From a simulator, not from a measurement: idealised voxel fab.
process module | voxel lift off
cross-section cut | 195 nm wide | cells 5 nm
A cross-section is a grid of square cells, given in bands from the top down. A band is one or more rows of cells.
Each band's line starts with the height of the band's top and of its bottom, in nm. Then come its materials from left to right, each with its width in nm. One material with "throughout" fills the band from edge to edge. "air" is empty space.
Height 0 is the level under which the wafer as received is all one material. The lowest band goes on downwards, as in "0 down".
A width such as "30 to 40" changes by the same amount from each row of cells to the next, from the band's top row to its bottom row.
"no change" after a step means that no cell of the cross-section changed.
closed voids: empty space of 8 cells or more with no open way to the top, each as width x height at its distance from the left edge, in nm
after a step's settings: what the simulator itself notes on the step
overlay nm, on a step with a mask: how far to the right of its planned place the mask lay; to the left if negative
plan
1 op RECEIVE | material Si
2 op CONFORMAL_DEP | material SiO2 | thk nm 5
3 op PATTERN | tone open | mask id LINES | material resist | width nm 30 | pitch nm 55 | thk nm 15 | overlay nm 0
4 op DIRECTIONAL_DEP | material Ru | thk nm 5
5 op STRIP | etch materials resist
6 op CONFORMAL_DEP | material SiO2 | thk nm 10
varied across the wafers: thk nm of step 2. The plan shows the first wafer's value. All wafers start alike
first wafer as received, after step 1
  0 down: Si throughout
  closed voids: none
each wafer at the end: cells of each material gained (+) or lost (-) since it was received, then its closed voids
thk nm 5 | +12 Ru | +125 SiO2 | closed voids: none
thk nm 10 | +12 Ru | +164 SiO2 | closed voids: none
thk nm 15 | +12 Ru | +203 SiO2 | closed voids: none
thk nm 20 | +12 Ru | +242 SiO2 | closed voids: none
